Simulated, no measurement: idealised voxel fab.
Presented below is a process module, voxel capacitor over wiring.
285 nm wide, 5 nm square cells: that's cross-section cut.
If you're reading a cross-section in this doc, picture square cells in a grid; it comes to you as bands, top ones listed first down to the bottom, and a band can be one or more rows of cells. Band: top height; bottom height; in nm. Then, left to right: material with width in nm, for each material. "throughout": a single material spanning edge to edge. "air": empty space. Height reference: 0 = level under which incoming wafer is all one material. Lowest band: no bottom, runs on downward, e.g. "0 nm and below". Read "30 to 40" as a graded width: first number on top, second number at the bottom, same change between each pair of neighbouring rows. No cell of the cross-section changed in a step that is given as "same as before". Each empty space that has no open way to the top and spans at least 8 cells appears under "Sealed voids" as width x height at distance, the distance counted from the left edge, all in nm. after a step's settings: what the simulator itself notes on the step. The optional step-line setting "overlay nm" applies to steps with a mask and quantifies how far to the right of its planned location the mask lay, a negative value indicating leftward placement.
Listed below are the process steps as planned
1. RECEIVE (material Si)
2. CONFORMAL_DEP (material SiO2; thk nm 10)
3. DIRECTIONAL_DEP (material TiN; thk nm 5)
4. DIRECTIONAL_DEP (material Ru; thk nm 25)
5. PATTERN (tone cover; mask id METAL_1; material resist; width nm 20; pitch nm 75; thk nm 20; overlay nm 0)
6. DIRECTIONAL_ETCH (etch materials Ru; depth nm 25)
7. DIRECTIONAL_ETCH (etch materials TiN; depth nm 5)
8. STRIP (etch materials resist)
9. CONFORMAL_DEP (material SiN; thk nm 5)
10. FILL_DEP (material lowk; thk nm 5)
11. CMP (height nm 40)
12. CONFORMAL_DEP (material SiCN; thk nm 5)
13. DIRECTIONAL_DEP (material SiO2; thk nm 20)
14. DIRECTIONAL_DEP (material aC; thk nm 10)
15. PATTERN (tone open; mask id PLUG_1; material resist; width nm 15; thk nm 30; overlay nm 0)
16. DIRECTIONAL_ETCH (etch materials aC; depth nm 10)
17. STRIP (etch materials resist)
18. DIRECTIONAL_ETCH (etch materials SiO2; depth nm 20)
19. DIRECTIONAL_ETCH (etch materials SiCN; depth nm 5)
20. STRIP (etch materials aC)
21. EPI (material Ru; thk nm 10)
22. EPI (material Ru; thk nm 10)
23. EPI (material Ru; thk nm 5)
24. DIRECTIONAL_DEP (material TiN; thk nm 10)
25. DIRECTIONAL_DEP (material Al2O3; thk nm 5)
26. DIRECTIONAL_DEP (material TiN; thk nm 5)
27. DIRECTIONAL_DEP (material aC; thk nm 15)
28. PATTERN (tone cover; mask id UPPER_PLATE; material resist; width nm 60; thk nm 35; overlay nm 0)
29. DIRECTIONAL_ETCH (etch materials aC; depth nm 15)
30. STRIP (etch materials resist)
31. DIRECTIONAL_ETCH (etch materials TiN; depth nm 5)
32. DIRECTIONAL_ETCH (etch materials Al2O3; depth nm 5)
33. STRIP (etch materials aC)
34. MASKED_ETCH (tone cover; mask id LOWER_PLATE; width nm 70; etch materials TiN; depth nm 10; overlay nm 0)
35. FILL_DEP (material SiO2; thk nm 20)
36. CMP (height nm 100)
37. PATTERN (tone open; mask id PLUG_2; material resist; width nm 15; thk nm 15; overlay nm 0)
38. DIRECTIONAL_ETCH (etch materials SiO2; depth nm 15)
39. STRIP (etch materials resist)
40. CONFORMAL_DEP (material TiN; thk nm 5)
41. FILL_DEP (material Cu; thk nm 5)
42. CMP (height nm 100)
43. CONFORMAL_DEP (material SiN; thk nm 5)
Cross-section of the wafer as it came to us, i.e., already through step 1
- 0 nm and below | Si throughout
- Sealed voids: none
Cross-section: first of two wafers, module finished, run according to plan
- 105 nm to 100 nm | SiN throughout
- 100 nm to 90 nm | 110 SiO2, then 5 TiN, then 5 Cu, then 5 TiN, then 160 SiO2
- 90 nm to 80 nm | 110 to 100 SiO2, then 15 to 60 TiN, then 160 to 125 SiO2
- 80 nm to 75 nm | 100 SiO2, then 60 Al2O3, then 125 SiO2
- 75 nm to 65 nm | 95 SiO2, then 70 TiN, then 120 SiO2
- 65 nm to 45 nm | 100 SiO2, then 15 Ru, then 170 SiO2
- 45 nm to 40 nm | 100 SiCN, then 15 Ru, then 170 SiCN
- 40 nm to 15 nm | 90 lowk, then 5 SiN, then 20 Ru, then 5 SiN, then 45 lowk, then 5 SiN, then 20 Ru, then 5 SiN, then 90 lowk
- 15 nm to 10 nm | 95 SiN, then 20 TiN, then 55 SiN, then 20 TiN, then 95 SiN
- 10 nm to 0 nm | SiO2 throughout
- 0 nm and below | Si throughout
- Sealed voids: none
Cross-section at end of module for the second wafer of two, which matched the first in starting point and plan and differed by one mistake in its processing
- 105 nm to 100 nm | SiN throughout
- 100 nm to 90 nm | 110 SiO2, then 5 TiN, then 5 Cu, then 5 TiN, then 160 SiO2
- 90 nm to 80 nm | 110 to 115 SiO2, then 15 to 45 TiN, then 160 to 125 SiO2
- 80 nm to 75 nm | 115 SiO2, then 45 Al2O3, then 125 SiO2
- 75 nm to 65 nm | 95 SiO2, then 5 TiN, then 15 SiO2, then 50 TiN, then 120 SiO2
- 65 nm to 60 nm | SiO2 throughout
- 60 nm to 55 nm | 100 SiO2, then 15 TiN, then 170 SiO2
- 55 nm to 50 nm | 100 SiO2, then 15 Al2O3, then 170 SiO2
- 50 nm to 45 nm | 100 SiO2, then 15 TiN, then 170 SiO2
- 45 nm to 40 nm | 100 SiCN, then 15 TiN, then 170 SiCN
- 40 nm to 15 nm | 95 Ru, then 5 SiN, then 10 lowk, then 5 SiN, then 55 Ru, then 5 SiN, then 10 lowk, then 5 SiN, then 95 Ru
- 15 nm to 10 nm | 95 TiN, then 20 SiN, then 55 TiN, then 20 SiN, then 95 TiN
- 10 nm to 0 nm | SiO2 throughout
- 0 nm and below | Si throughout
- Sealed voids: none
The plan and the run diverged here: step 5 was run on a setting that differed from the plan, and what really ran there is PATTERN (tone open; mask id METAL_1; material resist; width nm 20; pitch nm 75; thk nm 20; overlay nm 0)
Final wafer comparison in cells, second versus first, more or fewer per material: 190 more of Ru, 41 fewer of SiN, 15 more of SiO2, 41 more of TiN, 205 fewer of lowk
